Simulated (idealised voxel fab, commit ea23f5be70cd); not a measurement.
process module | voxel air gaps
cross-section cut | 205 nm wide | cells 5 nm
A cross-section is a grid of square cells, given in bands from the top down. A band is one or more rows of cells.
Each band's line starts with the height of the band's top and of its bottom, in nm. Then come its materials from left to right, each with its width in nm. One material with "throughout" fills the band from edge to edge. "air" is empty space.
Height 0 is the level under which the wafer as received is all one material. The lowest band goes on downwards, as in "0 down".
A width such as "30 to 40" changes by the same amount from each row of cells to the next, from the band's top row to its bottom row.
"no change" after a step means that no cell of the cross-section changed.
closed voids: empty space of 8 cells or more with no open way to the top, each as width x height at its distance from the left edge, in nm
after a step's settings: what the simulator itself notes on the step
overlay nm, on a step with a mask: how far to the right of its planned place the mask lay; to the left if negative
plan
1 op RECEIVE | material Si
2 op CONFORMAL_DEP | material SiO2 | thk nm 10
3 op CONFORMAL_DEP | material SiN | thk nm 5
4 op DIRECTIONAL_DEP | material lowk | thk nm 35
5 op PATTERN | tone open | mask id LINES | material resist | width nm 20 | pitch nm 50 | thk nm 20 | overlay nm 0
6 op DIRECTIONAL_ETCH | etch materials lowk | depth nm 35
7 op STRIP | etch materials resist
8 op CONFORMAL_DEP | material TiN | thk nm 5
9 op FILL_DEP | material Cu | thk nm 10
10 op CMP | height nm 50
11 op EPI | material Ru | thk nm 10
12 op SELECTIVE_ETCH | etch materials lowk | depth nm 45
13 op CONFORMAL_DEP | material SiCN | thk nm 5
as received, after step 1
  0 down: Si throughout
  closed voids: none
a wafer at the end: this start, this plan, one mistake
  65 to 60: air 20 | SiCN 160 | air 25
  60 to 50: air 20 | SiCN 5 | Ru 150 | SiCN 5 | air 25
  50 to 45: air 20 | SiCN 15 | TiN 5 | Cu 20 | TiN 5 | lowk 20 | TiN 5 | Cu 20 | TiN 5 | lowk 20 | TiN 5 | Cu 20 | TiN 5 | SiCN 15 | air 25
  45 to 20: air 30 | SiCN 5 | TiN 5 | Cu 20 | TiN 5 | lowk 20 | TiN 5 | Cu 20 | TiN 5 | lowk 20 | TiN 5 | Cu 20 | TiN 5 | SiCN 5 | air 35
  20 to 15: SiCN 35 | TiN 30 | lowk 20 | TiN 30 | lowk 20 | TiN 30 | SiCN 40
  15 to 10: SiN throughout
  10 to 0: SiO2 throughout
  0 down: Si throughout
  closed voids: none
what went wrong: step 5 ran as: op PATTERN | tone open | mask id LINES | material resist | width nm 30 | pitch nm 50 | thk nm 20 | overlay nm 0
